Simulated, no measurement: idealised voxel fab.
voxel transistor to metal: a process module
Square cells of 5 nm make up the cross-section cut, whose width is 170 nm.
Notation: cross-section as square-cell grid; stated in bands, top first, going down; one or more cell rows per band. What a band's entry tells you: where the top is and where the bottom is, as heights in nm, and after that what lies inside, material by material from left to right, each with its width in nm. Empty space is written as the word "empty", and a single material marked with the word "all across" occupies the band from edge to edge. The reference from which all heights are counted is 0, the level beneath which the as-received wafer is entirely one material; the lowest band, having no lower bound, proceeds downward and is written after the example "0 and below". Read "30..40" as a graded width: first number on top, second number at the bottom, same change between each pair of neighbouring rows. Key: "nothing altered" - step with no changed cell in the cross-section. Empty spaces counting at least 8 cells and having no open way to the top are listed in "Completely sealed voids". The notation width x height at distance is used for each, the distance being from the left edge and all three values in nm. Whatever follows a step's settings on its line is a remark the simulator itself makes about that step. A step's line can hold "overlay nm"; with a mask on that step, the setting says how far right of the planned place the mask lay, while a negative setting says it lay to the left.

[Process steps - plan]
1 RECEIVE | material Si
2 OXIDIZE | depth nm 5
3 CONFORMAL_DEP | material SiN | thk nm 15
4 DIRECTIONAL_DEP | material aC | thk nm 15
5 PATTERN | tone cover | mask id ACTIVE | material resist | width nm 115 | thk nm 30 | overlay nm 0
6 DIRECTIONAL_ETCH | etch materials aC | depth nm 15
7 STRIP | etch materials resist
8 DIRECTIONAL_ETCH | etch materials SiN | depth nm 15
9 DIRECTIONAL_ETCH | etch materials SiO2 | depth nm 5
10 DIRECTIONAL_ETCH | etch materials Si | depth nm 30
11 STRIP | etch materials aC
12 OXIDIZE | depth nm 5
13 FILL_DEP | material SiO2 | thk nm 5
14 CMP | height nm 15
15 SELECTIVE_ETCH | etch materials SiO2 | depth nm 10
16 STRIP | etch materials SiN
17 SELECTIVE_ETCH | etch materials SiO2 | depth nm 5
18 OXIDIZE | depth nm 5
19 DIRECTIONAL_DEP | material polySi | thk nm 30
20 DIRECTIONAL_DEP | material SiCN | thk nm 10
21 DIRECTIONAL_DEP | material aC | thk nm 10
22 PATTERN | tone cover | mask id GATE | material resist | width nm 25 | thk nm 30 | overlay nm 0
23 DIRECTIONAL_ETCH | etch materials aC | depth nm 10
24 STRIP | etch materials resist
25 DIRECTIONAL_ETCH | etch materials SiCN | depth nm 20
26 DIRECTIONAL_ETCH | etch materials polySi | depth nm 40
27 STRIP | etch materials aC
28 CONFORMAL_DEP | material SiO2 | thk nm 5
29 DIRECTIONAL_ETCH | etch materials SiO2 | depth nm 5
30 CONFORMAL_DEP | material SiN | thk nm 5
31 DIRECTIONAL_ETCH | etch materials SiN | depth nm 5
32 DIRECTIONAL_ETCH | etch materials SiO2 | depth nm 5
33 EPI | material nSi | thk nm 5
34 FILL_DEP | material SiO2 | thk nm 5
35 CMP | height nm 35
36 DIRECTIONAL_DEP | material SiO2 | thk nm 10
37 DIRECTIONAL_DEP | material aC | thk nm 10
38 PATTERN | tone open | mask id CONTACT | material resist | width nm 30 | pitch nm 65 | thk nm 30 | overlay nm 0
39 DIRECTIONAL_ETCH | etch materials aC | depth nm 10
40 STRIP | etch materials resist
41 DIRECTIONAL_ETCH | etch materials SiO2 | depth nm 50
42 STRIP | etch materials aC
43 CONFORMAL_DEP | material TiN | thk nm 5
44 FILL_DEP | material Ru | thk nm 10
45 CMP | height nm 45
46 DIRECTIONAL_DEP | material TiN | thk nm 5
47 DIRECTIONAL_DEP | material Ru | thk nm 20
48 MASKED_ETCH | tone cover | mask id METAL_1 | width nm 15 | pitch nm 80 | etch materials Ru | depth nm 20 | overlay nm 0
49 MASKED_ETCH | tone cover | mask id METAL_1 | width nm 15 | pitch nm 80 | etch materials TiN | depth nm 5 | overlay nm 0
50 FILL_DEP | material SiO2 | thk nm 10
51 CMP | height nm 70
52 CONFORMAL_DEP | material SiCN | thk nm 5
53 DIRECTIONAL_DEP | material SiO2 | thk nm 30
54 MASKED_ETCH | tone open | mask id METAL_2 | width nm 15 | pitch nm 80 | etch materials SiO2 | depth nm 15 | overlay nm 0
55 DIRECTIONAL_DEP | material aC | thk nm 10
56 PATTERN | tone open | mask id METAL_2_HOLES | material resist | width nm 15 | pitch nm 80 | thk nm 25 | overlay nm 0
57 DIRECTIONAL_ETCH | etch materials aC | depth nm 10
58 STRIP | etch materials resist
59 DIRECTIONAL_ETCH | etch materials SiO2 | depth nm 15
60 DIRECTIONAL_ETCH | etch materials SiCN | depth nm 5
61 STRIP | etch materials aC
62 CONFORMAL_DEP | material TiN | thk nm 5
63 FILL_DEP | material Cu | thk nm 10
64 CMP | height nm 105
65 CONFORMAL_DEP | material SiN | thk nm 5

[First out of two wafers; run went to plan]

[Cross-section, incoming material, after step 1]
0 and below | Si all across
Completely sealed voids: none

[State of the wafer after step 2, shown in cross-section]
0 down to -5 | SiO2 all across
Below -5, the layers are the same as they were.

[State of the wafer after step 3, shown in cross-section]
15 down to 0 | SiN all across
Below 0, the layers are the same as they were.

[State of the wafer after step 4, shown in cross-section]
30 down to 15 | aC all across
Below 15, the layers are the same as they were.

[State of the wafer after step 5, shown in cross-section]
60 down to 30 | empty=25 | resist=115 | empty=30
Below 30, the layers are the same as they were.

[State of the wafer after step 6, shown in cross-section]
45 down to 30 | empty=25 | resist=115 | empty=30
30 down to 15 | empty=25 | aC=115 | empty=30
Below 15, the layers are the same as they were.

[State of the wafer after step 7, shown in cross-section]
30 down to 15 | empty=25 | aC=115 | empty=30
Below 15, the layers are the same as they were.

[State of the wafer after step 8, shown in cross-section]
30 down to 15 | empty=25 | aC=115 | empty=30
15 down to 0 | empty=25 | SiN=115 | empty=30
Below 0, the layers are the same as they were.

[State of the wafer after step 9, shown in cross-section]
30 down to 15 | empty=25 | aC=115 | empty=30
15 down to 0 | empty=25 | SiN=115 | empty=30
0 down to -5 | empty=25 | SiO2=115 | empty=30
Below -5, the layers are the same as they were.

[State of the wafer after step 10, shown in cross-section]
30 down to 15 | empty=25 | aC=115 | empty=30
15 down to 0 | empty=25 | SiN=115 | empty=30
0 down to -5 | empty=25 | SiO2=115 | empty=30
-5 down to -35 | empty=25 | Si=115 | empty=30
Below -35, the layers are the same as they were.

[State of the wafer after step 11, shown in cross-section]
15 down to 0 | empty=25 | SiN=115 | empty=30
Below 0, the layers are the same as they were.

[State of the wafer after step 12, shown in cross-section]
15 down to 0 | empty=25 | SiN=115 | empty=30
0 down to -5 | empty=25 | SiO2=115 | empty=30
-5 down to -35 | empty=25 | SiO2=5 | Si=105 | SiO2=5 | empty=30
-35 down to -40 | SiO2=30 | Si=105 | SiO2=35
Below -40, the layers are the same as they were.

[State of the wafer after step 13, shown in cross-section]
20 down to 15 | SiO2 all across
15 down to 0 | SiO2=25 | SiN=115 | SiO2=30
0 down to -5 | SiO2 all across
-5 down to -40 | SiO2=30 | Si=105 | SiO2=35
Below -40, the layers are the same as they were.

[State of the wafer after step 14, shown in cross-section]
15 down to 0 | SiO2=25 | SiN=115 | SiO2=30
Below 0, the layers are the same as they were.

[State of the wafer after step 15, shown in cross-section]
15 down to 5 | empty=25 | SiN=115 | empty=30
Below 5, the layers are the same as they were.

[State of the wafer after step 16, shown in cross-section]
5 down to 0 | SiO2=25 | empty=115 | SiO2=30
Below 0, the layers are the same as they were.

[State of the wafer after step 17, shown in cross-section]
0 down to -5 | SiO2=20 | empty=125 | SiO2=25
Below -5, the layers are the same as they were.

[State of the wafer after step 18, shown in cross-section]
0 down to -5 | SiO2=20 | empty=125 | SiO2=25
-5 down to -10 | SiO2 all across
Below -10, the layers are the same as they were.

[State of the wafer after step 19, shown in cross-section]
30 down to 25 | polySi=20 | empty=125 | polySi=25
25 down to 0 | polySi all across
0 down to -5 | SiO2=20 | polySi=125 | SiO2=25
Below -5, the layers are the same as they were.

[State of the wafer after step 20, shown in cross-section]
40 down to 35 | SiCN=20 | empty=125 | SiCN=25
35 down to 30 | SiCN all across
30 down to 25 | polySi=20 | SiCN=125 | polySi=25
Below 25, the layers are the same as they were.

[State of the wafer after step 21, shown in cross-section]
50 down to 45 | aC=20 | empty=125 | aC=25
45 down to 40 | aC all across
40 down to 35 | SiCN=20 | aC=125 | SiCN=25
Below 35, the layers are the same as they were.

[State of the wafer after step 22, shown in cross-section]
80 down to 50 | empty=70 | resist=25 | empty=75
50 down to 45 | aC=20 | empty=50 | resist=25 | empty=50 | aC=25
Below 45, the layers are the same as they were.

[State of the wafer after step 23, shown in cross-section]
70 down to 45 | empty=70 | resist=25 | empty=75
45 down to 40 | empty=70 | aC=25 | empty=75
40 down to 35 | SiCN=20 | empty=50 | aC=25 | empty=50 | SiCN=25
Below 35, the layers are the same as they were.

[State of the wafer after step 24, shown in cross-section]
45 down to 40 | empty=70 | aC=25 | empty=75
Below 40, the layers are the same as they were.

[State of the wafer after step 25, shown in cross-section]
45 down to 35 | empty=70 | aC=25 | empty=75
35 down to 30 | empty=70 | SiCN=25 | empty=75
30 down to 25 | polySi=20 | empty=50 | SiCN=25 | empty=50 | polySi=25
Below 25, the layers are the same as they were.

[State of the wafer after step 26, shown in cross-section]
45 down to 35 | empty=70 | aC=25 | empty=75
35 down to 25 | empty=70 | SiCN=25 | empty=75
25 down to 0 | empty=70 | polySi=25 | empty=75
0 down to -5 | SiO2=20 | empty=50 | polySi=25 | empty=50 | SiO2=25
Below -5, the layers are the same as they were.

[State of the wafer after step 27, shown in cross-section]
35 down to 25 | empty=70 | SiCN=25 | empty=75
Below 25, the layers are the same as they were.

[State of the wafer after step 28, shown in cross-section]
40 down to 35 | empty=65 | SiO2=35 | empty=70
35 down to 25 | empty=65 | SiO2=5 | SiCN=25 | SiO2=5 | empty=70
25 down to 5 | empty=65 | SiO2=5 | polySi=25 | SiO2=5 | empty=70
5 down to 0 | SiO2=25 | empty=40 | SiO2=5 | polySi=25 | SiO2=5 | empty=40 | SiO2=30
0 down to -5 | SiO2=70 | polySi=25 | SiO2=75
Below -5, the layers are the same as they were.

[State of the wafer after step 29, shown in cross-section]
35 down to 25 | empty=65 | SiO2=5 | SiCN=25 | SiO2=5 | empty=70
25 down to 0 | empty=65 | SiO2=5 | polySi=25 | SiO2=5 | empty=70
0 down to -5 | SiO2=25 | empty=40 | SiO2=5 | polySi=25 | SiO2=5 | empty=40 | SiO2=30
Below -5, the layers are the same as they were.

[State of the wafer after step 30, shown in cross-section]
40 down to 35 | empty=60 | SiN=45 | empty=65
35 down to 25 | empty=60 | SiN=5 | SiO2=5 | SiCN=25 | SiO2=5 | SiN=5 | empty=65
25 down to 5 | empty=60 | SiN=5 | SiO2=5 | polySi=25 | SiO2=5 | SiN=5 | empty=65
5 down to 0 | SiN=30 | empty=30 | SiN=5 | SiO2=5 | polySi=25 | SiO2=5 | SiN=5 | empty=30 | SiN=35
0 down to -5 | SiO2=25 | SiN=40 | SiO2=5 | polySi=25 | SiO2=5 | SiN=40 | SiO2=30
Below -5, the layers are the same as they were.

[State of the wafer after step 31, shown in cross-section]
35 down to 25 | empty=60 | SiN=5 | SiO2=5 | SiCN=25 | SiO2=5 | SiN=5 | empty=65
25 down to 0 | empty=60 | SiN=5 | SiO2=5 | polySi=25 | SiO2=5 | SiN=5 | empty=65
0 down to -5 | SiO2=25 | SiN=5 | empty=30 | SiN=5 | SiO2=5 | polySi=25 | SiO2=5 | SiN=5 | empty=30 | SiN=5 | SiO2=30
Below -5, the layers are the same as they were.

[State of the wafer after step 32, shown in cross-section]
35 down to 30 | empty=60 | SiN=5 | empty=5 | SiCN=25 | empty=5 | SiN=5 | empty=65
30 down to 25 | empty=60 | SiN=5 | SiO2=5 | SiCN=25 | SiO2=5 | SiN=5 | empty=65
25 down to 0 | empty=60 | SiN=5 | SiO2=5 | polySi=25 | SiO2=5 | SiN=5 | empty=65
0 down to -5 | empty=25 | SiN=5 | empty=30 | SiN=5 | SiO2=5 | polySi=25 | SiO2=5 | SiN=5 | empty=30 | SiN=5 | empty=30
-5 down to -10 | SiO2=30 | empty=30 | SiO2=45 | empty=30 | SiO2=35
Below -10, the layers are the same as they were.

[State of the wafer after step 33, shown in cross-section]
35 down to 30 | empty=60 | SiN=5 | empty=5 | SiCN=25 | empty=5 | SiN=5 | empty=65
30 down to 25 | empty=60 | SiN=5 | SiO2=5 | SiCN=25 | SiO2=5 | SiN=5 | empty=65
25 down to 0 | empty=60 | SiN=5 | SiO2=5 | polySi=25 | SiO2=5 | SiN=5 | empty=65
0 down to -5 | empty=25 | SiN=5 | empty=30 | SiN=5 | SiO2=5 | polySi=25 | SiO2=5 | SiN=5 | empty=30 | SiN=5 | empty=30
-5 down to -10 | SiO2=30 | nSi=30 | SiO2=45 | nSi=30 | SiO2=35
Below -10, the layers are the same as they were.

[State of the wafer after step 34, shown in cross-section]
40 down to 35 | SiO2 all across
35 down to 25 | SiO2=60 | SiN=5 | SiO2=5 | SiCN=25 | SiO2=5 | SiN=5 | SiO2=65
25 down to 0 | SiO2=60 | SiN=5 | SiO2=5 | polySi=25 | SiO2=5 | SiN=5 | SiO2=65
0 down to -5 | SiO2=25 | SiN=5 | SiO2=30 | SiN=5 | SiO2=5 | polySi=25 | SiO2=5 | SiN=5 | SiO2=30 | SiN=5 | SiO2=30
Below -5, the layers are the same as they were.

[State of the wafer after step 35, shown in cross-section]
35 down to 25 | SiO2=60 | SiN=5 | SiO2=5 | SiCN=25 | SiO2=5 | SiN=5 | SiO2=65
Below 25, the layers are the same as they were.

[State of the wafer after step 36, shown in cross-section]
45 down to 35 | SiO2 all across
Below 35, the layers are the same as they were.

[State of the wafer after step 37, shown in cross-section]
55 down to 45 | aC all across
Below 45, the layers are the same as they were.

[State of the wafer after step 38, shown in cross-section]
85 down to 55 | resist=35 | empty=30 | resist=35 | empty=30 | resist=40
Below 55, the layers are the same as they were.

[State of the wafer after step 39, shown in cross-section]
75 down to 55 | resist=35 | empty=30 | resist=35 | empty=30 | resist=40
55 down to 45 | aC=35 | empty=30 | aC=35 | empty=30 | aC=40
Below 45, the layers are the same as they were.

[State of the wafer after step 40, shown in cross-section]
55 down to 45 | aC=35 | empty=30 | aC=35 | empty=30 | aC=40
Below 45, the layers are the same as they were.

[State of the wafer after step 41, shown in cross-section]
55 down to 45 | aC=35 | empty=30 | aC=35 | empty=30 | aC=40
45 down to 35 | SiO2=35 | empty=30 | SiO2=35 | empty=30 | SiO2=40
35 down to 25 | SiO2=35 | empty=25 | SiN=5 | SiO2=5 | SiCN=25 | SiO2=5 | SiN=5 | empty=25 | SiO2=40
25 down to 0 | SiO2=35 | empty=25 | SiN=5 | SiO2=5 | polySi=25 | SiO2=5 | SiN=5 | empty=25 | SiO2=40
0 down to -5 | SiO2=25 | SiN=5 | SiO2=5 | empty=25 | SiN=5 | SiO2=5 | polySi=25 | SiO2=5 | SiN=5 | empty=25 | SiO2=5 | SiN=5 | SiO2=30
Below -5, the layers are the same as they were.

[State of the wafer after step 42, shown in cross-section]
45 down to 35 | SiO2=35 | empty=30 | SiO2=35 | empty=30 | SiO2=40
Below 35, the layers are the same as they were.

[State of the wafer after step 43, shown in cross-section]
50 down to 45 | TiN=40 | empty=20 | TiN=45 | empty=20 | TiN=45
45 down to 35 | SiO2=35 | TiN=5 | empty=20..15 | TiN=5..10 | SiO2=35 | TiN=5..10 | empty=20..15 | TiN=5 | SiO2=40
35 down to 25 | SiO2=35 | TiN=5 | empty=15 | TiN=5 | SiN=5 | SiO2=5 | SiCN=25 | SiO2=5 | SiN=5 | TiN=5 | empty=15 | TiN=5 | SiO2=40
25 down to 0 | SiO2=35 | TiN=5 | empty=15 | TiN=5 | SiN=5 | SiO2=5 | polySi=25 | SiO2=5 | SiN=5 | TiN=5 | empty=15 | TiN=5 | SiO2=40
0 down to -5 | SiO2=25 | SiN=5 | SiO2=5 | TiN=25 | SiN=5 | SiO2=5 | polySi=25 | SiO2=5 | SiN=5 | TiN=25 | SiO2=5 | SiN=5 | SiO2=30
Below -5, the layers are the same as they were.

[State of the wafer after step 44, shown in cross-section]
60 down to 50 | Ru all across
50 down to 45 | TiN=40 | Ru=20 | TiN=45 | Ru=20 | TiN=45
45 down to 35 | SiO2=35 | TiN=5 | Ru=20..15 | TiN=5..10 | SiO2=35 | TiN=5..10 | Ru=20..15 | TiN=5 | SiO2=40
35 down to 25 | SiO2=35 | TiN=5 | Ru=15 | TiN=5 | SiN=5 | SiO2=5 | SiCN=25 | SiO2=5 | SiN=5 | TiN=5 | Ru=15 | TiN=5 | SiO2=40
25 down to 0 | SiO2=35 | TiN=5 | Ru=15 | TiN=5 | SiN=5 | SiO2=5 | polySi=25 | SiO2=5 | SiN=5 | TiN=5 | Ru=15 | TiN=5 | SiO2=40
Below 0, the layers are the same as they were.

[State of the wafer after step 45, shown in cross-section]
45 down to 35 | SiO2=35 | TiN=5 | Ru=20..15 | TiN=5..10 | SiO2=35 | TiN=5..10 | Ru=20..15 | TiN=5 | SiO2=40
Below 35, the layers are the same as they were.

[State of the wafer after step 46, shown in cross-section]
50 down to 45 | TiN all across
Below 45, the layers are the same as they were.

[State of the wafer after step 47, shown in cross-section]
70 down to 50 | Ru all across
Below 50, the layers are the same as they were.

[State of the wafer after step 48, shown in cross-section]
70 down to 50 | empty=35 | Ru=15 | empty=65 | Ru=15 | empty=40
Below 50, the layers are the same as they were.

[State of the wafer after step 49, shown in cross-section]
70 down to 50 | empty=35 | Ru=15 | empty=65 | Ru=15 | empty=40
50 down to 45 | empty=35 | TiN=15 | empty=65 | TiN=15 | empty=40
Below 45, the layers are the same as they were.

[State of the wafer after step 50, shown in cross-section]
80 down to 70 | SiO2 all across
70 down to 50 | SiO2=35 | Ru=15 | SiO2=65 | Ru=15 | SiO2=40
50 down to 45 | SiO2=35 | TiN=15 | SiO2=65 | TiN=15 | SiO2=40
Below 45, the layers are the same as they were.

[State of the wafer after step 51, shown in cross-section]
70 down to 50 | SiO2=35 | Ru=15 | SiO2=65 | Ru=15 | SiO2=40
Below 50, the layers are the same as they were.

[State of the wafer after step 52, shown in cross-section]
75 down to 70 | SiCN all across
Below 70, the layers are the same as they were.

[State of the wafer after step 53, shown in cross-section]
105 down to 75 | SiO2 all across
Below 75, the layers are the same as they were.

[State of the wafer after step 54, shown in cross-section]
105 down to 90 | SiO2=35 | empty=15 | SiO2=65 | empty=15 | SiO2=40
Below 90, the layers are the same as they were.

[State of the wafer after step 55, shown in cross-section]
115 down to 105 | aC=35 | empty=15 | aC=65 | empty=15 | aC=40
105 down to 100 | SiO2=35 | empty=15 | SiO2=65 | empty=15 | SiO2=40
100 down to 90 | SiO2=35 | aC=15 | SiO2=65 | aC=15 | SiO2=40
Below 90, the layers are the same as they were.

[State of the wafer after step 56, shown in cross-section]
140 down to 115 | resist=35 | empty=15 | resist=65 | empty=15 | resist=40
Below 115, the layers are the same as they were.

[State of the wafer after step 57, shown in cross-section]
130 down to 115 | resist=35 | empty=15 | resist=65 | empty=15 | resist=40
115 down to 105 | aC=35 | empty=15 | aC=65 | empty=15 | aC=40
105 down to 90 | SiO2=35 | empty=15 | SiO2=65 | empty=15 | SiO2=40
Below 90, the layers are the same as they were.

[State of the wafer after step 58, shown in cross-section]
115 down to 105 | aC=35 | empty=15 | aC=65 | empty=15 | aC=40
Below 105, the layers are the same as they were.

[State of the wafer after step 59, shown in cross-section]
115 down to 105 | aC=35 | empty=15 | aC=65 | empty=15 | aC=40
105 down to 75 | SiO2=35 | empty=15 | SiO2=65 | empty=15 | SiO2=40
Below 75, the layers are the same as they were.

[State of the wafer after step 60, shown in cross-section]
115 down to 105 | aC=35 | empty=15 | aC=65 | empty=15 | aC=40
105 down to 75 | SiO2=35 | empty=15 | SiO2=65 | empty=15 | SiO2=40
75 down to 70 | SiCN=35 | empty=15 | SiCN=65 | empty=15 | SiCN=40
Below 70, the layers are the same as they were.

[State of the wafer after step 61, shown in cross-section]
105 down to 75 | SiO2=35 | empty=15 | SiO2=65 | empty=15 | SiO2=40
Below 75, the layers are the same as they were.

[State of the wafer after step 62, shown in cross-section]
110 down to 105 | TiN=40 | empty=5 | TiN=75 | empty=5 | TiN=45
105 down to 75 | SiO2=35 | TiN=5 | empty=5 | TiN=5 | SiO2=65 | TiN=5 | empty=5 | TiN=5 | SiO2=40
75 down to 70 | SiCN=35 | TiN=15 | SiCN=65 | TiN=15 | SiCN=40
Below 70, the layers are the same as they were.

[State of the wafer after step 63, shown in cross-section]
120 down to 110 | Cu all across
110 down to 105 | TiN=40 | Cu=5 | TiN=75 | Cu=5 | TiN=45
105 down to 75 | SiO2=35 | TiN=5 | Cu=5 | TiN=5 | SiO2=65 | TiN=5 | Cu=5 | TiN=5 | SiO2=40
Below 75, the layers are the same as they were.

[State of the wafer after step 64, shown in cross-section]
105 down to 75 | SiO2=35 | TiN=5 | Cu=5 | TiN=5 | SiO2=65 | TiN=5 | Cu=5 | TiN=5 | SiO2=40
Below 75, the layers are the same as they were.

[State of the wafer after step 65, shown in cross-section]
110 down to 105 | SiN all across
Below 105, the layers are the same as they were.

[Second wafer - shared start and plan with the first - one error in running - same as the first up to step 54 inclusive]

[Second wafer, sectioned view, at step 55's planned end time]
115 down to 105 | polySi=35 | empty=15 | polySi=65 | empty=15 | polySi=40
105 down to 100 | SiO2=35 | empty=15 | SiO2=65 | empty=15 | SiO2=40
100 down to 90 | SiO2=35 | polySi=15 | SiO2=65 | polySi=15 | SiO2=40
Below 90, the layers are the same as they were.

[Second wafer, sectioned view, at step 56's planned end time]
140 down to 115 | resist=35 | empty=15 | resist=65 | empty=15 | resist=40
Below 115, the layers are the same as they were.

[Second wafer, sectioned view, at step 57's planned end time]
130 down to 115 | resist=35 | empty=15 | resist=65 | empty=15 | resist=40
Below 115, the layers are the same as they were.

[Second wafer, sectioned view, at step 58's planned end time]
115 down to 105 | polySi=35 | empty=15 | polySi=65 | empty=15 | polySi=40
Below 105, the layers are the same as they were.

Second wafer, sectioned view, at step 59's planned end time: nothing altered

Second wafer, sectioned view, at step 60's planned end time: nothing altered

Second wafer, sectioned view, at step 61's planned end time: nothing altered

[Second wafer, sectioned view, at step 62's planned end time]
120 down to 115 | TiN=40 | empty=5 | TiN=75 | empty=5 | TiN=45
115 down to 105 | polySi=35 | TiN=5 | empty=5 | TiN=5 | polySi=65 | TiN=5 | empty=5 | TiN=5 | polySi=40
105 down to 100 | SiO2=35 | TiN=15 | SiO2=65 | TiN=15 | SiO2=40
Below 100, the layers are the same as they were.

[Second wafer, sectioned view, at step 63's planned end time]
130 down to 120 | Cu all across
120 down to 115 | TiN=40 | Cu=5 | TiN=75 | Cu=5 | TiN=45
115 down to 105 | polySi=35 | TiN=5 | Cu=5 | TiN=5 | polySi=65 | TiN=5 | Cu=5 | TiN=5 | polySi=40
Below 105, the layers are the same as they were.

[Second wafer, sectioned view, at step 64's planned end time]
105 down to 100 | SiO2=35 | TiN=15 | SiO2=65 | TiN=15 | SiO2=40
Below 100, the layers are the same as they were.

[Second wafer, sectioned view, at step 65's planned end time]
110 down to 105 | SiN all across
Below 105, the layers are the same as they were.
Error vs. plan: step 55 ran with different settings than intended, the actual operation and settings being DIRECTIONAL_DEP | material polySi | thk nm 10
The final cell counts differ between the wafers, with the second having more or fewer of some materials than the first: Cu -12, SiCN +6, SiO2 +18, TiN -24, polySi +12
